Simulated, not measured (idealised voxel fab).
The document below concerns the process module designated voxel gate over fins.
FYI the section here is cut, 210 nm wide, cells are 5 nm squares.
Reading order for cross-sections: top band down to bottom band. Underlying form: a grid of square cells. Band size: one or more rows of cells.
Band entry format. Leading values: height of top, height of bottom, nm. Remainder: materials in left-to-right order, each with its width in nm. Special words: "throughout" on a single material, which then fills the band edge to edge; "air", empty space.
A quick word on heights: they are counted from 0, and under that level the wafer as it came to us is one material throughout. The lowest band is different from the rest in having no bottom; it simply continues downward, written as in "from 0 down".
Graded width ("30..40"): value in top row of band = first number; value in bottom row = second number; row-to-row change constant.
"everything unchanged" after a step means that no cell of the cross-section changed.
Listed in "Enclosed empty spaces": every empty space of 8 or more cells without an open way to the top. Form: width x height at distance, the distance being from the left edge, all in nm.
Formally, on a step line, whatever follows the settings is a remark that the simulator itself makes on the step.
overlay nm: mask right of planned place by this much (step with mask). Neg. = left.
Set out below are the planned steps of the process:
1: RECEIVE with material Si
2: CONFORMAL_DEP with material SiN, thk nm 5
3: DIRECTIONAL_DEP with material aC, thk nm 10
4: PATTERN with tone cover, mask id FINS, material resist, width nm 15, pitch nm 35, thk nm 30, overlay nm 0
5: DIRECTIONAL_ETCH with etch materials aC, depth nm 10
6: STRIP with etch materials resist
7: DIRECTIONAL_ETCH with etch materials SiN, depth nm 5
8: DIRECTIONAL_ETCH with etch materials Si, depth nm 35
9: STRIP with etch materials aC
10: OXIDIZE with depth nm 5
11: FILL_DEP with material SiO2, thk nm 15
12: CMP with height nm 5
13: SELECTIVE_ETCH with etch materials SiO2, depth nm 20
14: STRIP with etch materials SiN
15: CONFORMAL_DEP with material HfO2, thk nm 5
16: CONFORMAL_DEP with material TiN, thk nm 5
17: CONFORMAL_DEP with material TiAl, thk nm 5
18: CONFORMAL_DEP with material TiN, thk nm 5
19: FILL_DEP with material W, thk nm 15
20: CMP with height nm 30
21: CONFORMAL_DEP with material SiN, thk nm 5
Cross-section, incoming material, after step 1:
from 0 down  Si throughout
Enclosed empty spaces: none
Cross-section taken at module completion on the first of two wafers; processed per the plan:
from 35 to 30  SiN throughout
from 30 to 20  W throughout
from 20 to 15  W 30 nm; TiN 150 nm; W 30 nm
from 15 to 10  W 30 nm; TiN 5 nm; TiAl 140 nm; TiN 5 nm; W 30 nm
from 10 to 5  W 30 nm; TiN 5 nm; TiAl 5 nm; TiN 25 nm; TiAl 10 nm; TiN 25 nm; TiAl 10 nm; TiN 25 nm; TiAl 10 nm; TiN 25 nm; TiAl 5 nm; TiN 5 nm; W 30 nm
from 5 to 0  TiN 35 nm; TiAl 5 nm; TiN 5 nm; HfO2 15 nm; TiN 5 nm; TiAl 10 nm; TiN 5 nm; HfO2 15 nm; TiN 5 nm; TiAl 10 nm; TiN 5 nm; HfO2 15 nm; TiN 5 nm; TiAl 10 nm; TiN 5 nm; HfO2 15 nm; TiN 5 nm; TiAl 5 nm; TiN 35 nm
from 0 to -5  TiAl 40 nm; TiN 5 nm; HfO2 5 nm; Si 5 nm; HfO2 5 nm; TiN 5 nm; TiAl 10 nm; TiN 5 nm; HfO2 5 nm; Si 5 nm; HfO2 5 nm; TiN 5 nm; TiAl 10 nm; TiN 5 nm; HfO2 5 nm; Si 5 nm; HfO2 5 nm; TiN 5 nm; TiAl 10 nm; TiN 5 nm; HfO2 5 nm; Si 5 nm; HfO2 5 nm; TiN 5 nm; TiAl 40 nm
from -5 to -10  TiN 45 nm; HfO2 5 nm; Si 5 nm; HfO2 5 nm; TiN 20 nm; HfO2 5 nm; Si 5 nm; HfO2 5 nm; TiN 20 nm; HfO2 5 nm; Si 5 nm; HfO2 5 nm; TiN 20 nm; HfO2 5 nm; Si 5 nm; HfO2 5 nm; TiN 45 nm
from -10 to -15  HfO2 50 nm; Si 5 nm; HfO2 30 nm; Si 5 nm; HfO2 30 nm; Si 5 nm; HfO2 30 nm; Si 5 nm; HfO2 50 nm
from -15 to -40  SiO2 50 nm; Si 5 nm; SiO2 30 nm; Si 5 nm; SiO2 30 nm; Si 5 nm; SiO2 30 nm; Si 5 nm; SiO2 50 nm
from -40 down  Si throughout
Enclosed empty spaces: none
Wafer two, sectioned after the module: the first wafer's start, the first wafer's plan, and one mistake in how it was run:
from 35 to 30  SiN throughout
from 30 to 20  W throughout
from 20 to 15  W 30 nm; TiN 155 nm; W 25 nm
from 15 to 10  W 30 nm; TiN 5 nm; TiAl 145 nm; TiN 5 nm; W 25 nm
from 10 to 5  W 30 nm; TiN 5 nm; TiAl 5 nm; TiN 30 nm; TiAl 5 nm; TiN 30 nm; TiAl 5 nm; TiN 30 nm; TiAl 5 nm; TiN 30 nm; TiAl 5 nm; TiN 5 nm; W 25 nm
from 5 to 0  TiN 35 nm; TiAl 5 nm; TiN 5 nm; HfO2 20 nm; TiN 5 nm; TiAl 5 nm; TiN 5 nm; HfO2 20 nm; TiN 5 nm; TiAl 5 nm; TiN 5 nm; HfO2 20 nm; TiN 5 nm; TiAl 5 nm; TiN 5 nm; HfO2 20 nm; TiN 5 nm; TiAl 5 nm; TiN 30 nm
from 0 to -5  TiAl 40 nm; TiN 5 nm; HfO2 5 nm; Si 10 nm; HfO2 5 nm; TiN 5 nm; TiAl 5 nm; TiN 5 nm; HfO2 5 nm; Si 10 nm; HfO2 5 nm; TiN 5 nm; TiAl 5 nm; TiN 5 nm; HfO2 5 nm; Si 10 nm; HfO2 5 nm; TiN 5 nm; TiAl 5 nm; TiN 5 nm; HfO2 5 nm; Si 10 nm; HfO2 5 nm; TiN 5 nm; TiAl 35 nm
from -5 to -10  TiN 45 nm; HfO2 5 nm; Si 10 nm; HfO2 5 nm; TiN 15 nm; HfO2 5 nm; Si 10 nm; HfO2 5 nm; TiN 15 nm; HfO2 5 nm; Si 10 nm; HfO2 5 nm; TiN 15 nm; HfO2 5 nm; Si 10 nm; HfO2 5 nm; TiN 40 nm
from -10 to -15  HfO2 50 nm; Si 10 nm; HfO2 25 nm; Si 10 nm; HfO2 25 nm; Si 10 nm; HfO2 25 nm; Si 10 nm; HfO2 45 nm
from -15 to -40  SiO2 50 nm; Si 10 nm; SiO2 25 nm; Si 10 nm; SiO2 25 nm; Si 10 nm; SiO2 25 nm; Si 10 nm; SiO2 45 nm
from -40 down  Si throughout
Enclosed empty spaces: none
Here's what went sideways: step 4 was run on a setting that differed from the plan, and what really ran there is PATTERN with tone cover, mask id FINS, material resist, width nm 20, pitch nm 35, thk nm 30, overlay nm 0
The final cell counts differ between the wafers, with the second having more or fewer of some materials than the first: Si +32 | SiO2 -20 | TiAl -9 | W -3
